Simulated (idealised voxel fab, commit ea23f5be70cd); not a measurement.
The following is a process module called voxel tone inversion.
This is section cut - it's 150 nm across, gridded in 5 nm square cells.
Heads up, the way a cross-section reads in here is a grid of square cells, handed over as bands from the top down, with every band being one or more rows of cells. It is stipulated that each band's entry specify, in nanometres, the height of the top of the band and then that of its bottom, followed by the materials of the band in left-to-right sequence, each together with its width in nanometres. A single material marked by the word "throughout" is understood to fill the band from edge to edge; the word "blank" is understood to denote empty space. Heights are expressed relative to 0, this being the level below which the as-received wafer comprises one material exclusively. The lowest band is unbounded in the downward direction and is denoted as in "z 0 and below". Think of "30->40" as a width that walks from the first number to the second as you go down the band, top row to bottom row, taking equal-sized steps from row to row. Basically "no modifications" means that step didn't change any cell in the cross-section. Empty spaces counting at least 8 cells and having no open way to the top are listed in "Closed cavity list". The notation width x height at distance is used for each, the distance being from the left edge and all three values in nm. after a step's settings: what the simulator itself notes on the step. What "overlay nm" on a step's line means: if the step has a mask, that mask lay this far to the right of its planned place, or, when the value is negative, to the left.

The planned process steps are enumerated hereunder
step 1: RECEIVE with material Si
step 2: CONFORMAL_DEP with material SiCN, thk nm 5
step 3: DIRECTIONAL_DEP with material polySi, thk nm 20
step 4: PATTERN with tone cover, mask id POSTS, material resist, width nm 15, pitch nm 30, thk nm 25, overlay nm -15
step 5: DIRECTIONAL_ETCH with etch materials polySi, depth nm 20
step 6: STRIP with etch materials resist
step 7: FILL_DEP with material lowk, thk nm 10
step 8: CMP with height nm 25
step 9: STRIP with etch materials polySi
step 10: CONFORMAL_DEP with material TiN, thk nm 5
step 11: FILL_DEP with material W, thk nm 5
step 12: CMP with height nm 25
step 13: CONFORMAL_DEP with material SiCN, thk nm 5
The plan's step 4 overlay nm is the first wafer's value; the wafers differ in this setting and start identical.

first wafer as received, after step 1
z 0 and below: Si throughout
Closed cavity list: none

For your reference, the table is organized with a row per wafer; each row reflects the wafer at the end of the module, indicating for each material the cells gained (+) or lost (-) since receipt, and thereafter its closed voids
overlay nm -15 | +60 SiCN | +18 TiN | +6 W | +96 lowk | Closed cavity list: none
overlay nm -10 | +60 SiCN | +18 TiN | +6 W | +96 lowk | Closed cavity list: none
overlay nm -5 | +60 SiCN | +18 TiN | +6 W | +96 lowk | Closed cavity list: none
overlay nm 0 | +60 SiCN | +18 TiN | +6 W | +96 lowk | Closed cavity list: none
overlay nm 5 | +60 SiCN | +18 TiN | +6 W | +96 lowk | Closed cavity list: none
overlay nm 10 | +60 SiCN | +18 TiN | +6 W | +96 lowk | Closed cavity list: none
overlay nm 15 | +60 SiCN | +18 TiN | +6 W | +96 lowk | Closed cavity list: none
